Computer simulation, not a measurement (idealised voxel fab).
process module | voxel fin reveal
cross-section cut | 220 nm wide | cells 5 nm
A cross-section is a grid of square cells, given in bands from the top down. A band is one or more rows of cells.
Each band's line starts with the height of the band's top and of its bottom, in nm. Then come its materials from left to right, each with its width in nm. One material with "throughout" fills the band from edge to edge. "air" is empty space.
Height 0 is the level under which the wafer as received is all one material. The lowest band goes on downwards, as in "0 down".
A width such as "30 to 40" changes by the same amount from each row of cells to the next, from the band's top row to its bottom row.
"no change" after a step means that no cell of the cross-section changed.
closed voids: empty space of 8 cells or more with no open way to the top, each as width x height at its distance from the left edge, in nm
after a step's settings: what the simulator itself notes on the step
overlay nm, on a step with a mask: how far to the right of its planned place the mask lay; to the left if negative
plan
1 op RECEIVE | material Si
2 op CONFORMAL_DEP | material SiN | thk nm 10
3 op MASKED_ETCH | tone cover | mask id FINS | width nm 15 | pitch nm 45 | etch materials SiN | depth nm 10 | overlay nm 0
4 op MASKED_ETCH | tone cover | mask id FINS | width nm 15 | pitch nm 45 | etch materials Si | depth nm 35 | overlay nm 0
5 op OXIDIZE | depth nm 5
6 op FILL_DEP | material SiO2 | thk nm 10
7 op CMP | height nm 10
8 op SELECTIVE_ETCH | etch materials SiO2 | depth nm 35
9 op STRIP | etch materials SiN
first wafer, as planned
as received, after step 1
  0 down: Si throughout
  closed voids: none
after step 2
  10 to 0: SiN throughout
  below 0: unchanged
after step 3
  10 to 0: air 80 | SiN 15 | air 30 | SiN 15 | air 80
  below 0: unchanged
after step 4
  10 to 0: air 80 | SiN 15 | air 30 | SiN 15 | air 80
  0 to -35: air 80 | Si 15 | air 30 | Si 15 | air 80
  below -35: unchanged
after step 5
  10 to 0: air 80 | SiN 15 | air 30 | SiN 15 | air 80
  0 to -35: air 80 | SiO2 5 | Si 5 | SiO2 5 | air 30 | SiO2 5 | Si 5 | SiO2 5 | air 80
  -35 to -40: SiO2 85 | Si 5 | SiO2 40 | Si 5 | SiO2 85
  below -40: unchanged
after step 6
  20 to 10: SiO2 throughout
  10 to 0: SiO2 80 | SiN 15 | SiO2 30 | SiN 15 | SiO2 80
  0 to -40: SiO2 85 | Si 5 | SiO2 40 | Si 5 | SiO2 85
  below -40: unchanged
after step 7
  10 to 0: SiO2 80 | SiN 15 | SiO2 30 | SiN 15 | SiO2 80
  below 0: unchanged
after step 8
  10 to 0: air 80 | SiN 15 | air 30 | SiN 15 | air 80
  0 to -25: air 85 | Si 5 | air 40 | Si 5 | air 85
  below -25: unchanged
after step 9
  0 to -25: air 85 | Si 5 | air 40 | Si 5 | air 85
  below -25: unchanged
second wafer: like start, like plan, one mistake. Through step 2 it matches the first wafer
when step 3 should have ended
  10 to 0: air 85 | SiN 15 | air 30 | SiN 15 | air 75
  below 0: unchanged
when step 4 should have ended
  10 to 0: air 85 | SiN 15 | air 30 | SiN 15 | air 75
  0 to -35: air 80 | Si 20 | air 25 | Si 20 | air 75
  below -35: unchanged
when step 5 should have ended
  10 to 0: air 85 | SiN 15 | air 30 | SiN 15 | air 75
  0 to -5: air 80 | SiO2 10 | Si 5 | SiO2 5 | air 25 | SiO2 10 | Si 5 | SiO2 5 | air 75
  -5 to -35: air 80 | SiO2 5 | Si 10 | SiO2 5 | air 25 | SiO2 5 | Si 10 | SiO2 5 | air 75
  -35 to -40: SiO2 85 | Si 10 | SiO2 35 | Si 10 | SiO2 80
  below -40: unchanged
when step 6 should have ended
  20 to 10: SiO2 throughout
  10 to 0: SiO2 85 | SiN 15 | SiO2 30 | SiN 15 | SiO2 75
  0 to -5: SiO2 90 | Si 5 | SiO2 40 | Si 5 | SiO2 80
  -5 to -40: SiO2 85 | Si 10 | SiO2 35 | Si 10 | SiO2 80
  below -40: unchanged
when step 7 should have ended
  10 to 0: SiO2 85 | SiN 15 | SiO2 30 | SiN 15 | SiO2 75
  below 0: unchanged
when step 8 should have ended
  10 to 0: air 85 | SiN 15 | air 30 | SiN 15 | air 75
  0 to -5: air 90 | Si 5 | air 40 | Si 5 | air 80
  -5 to -25: air 85 | Si 10 | air 35 | Si 10 | air 80
  below -25: unchanged
when step 9 should have ended
  0 to -5: air 90 | Si 5 | air 40 | Si 5 | air 80
  below -5: unchanged
what went wrong: step 3 ran as: op MASKED_ETCH | tone cover | mask id FINS | width nm 15 | pitch nm 45 | etch materials SiN | depth nm 10 | overlay nm 5
at the end the second wafer has, in cells: 14 more of Si | 6 fewer of SiO2
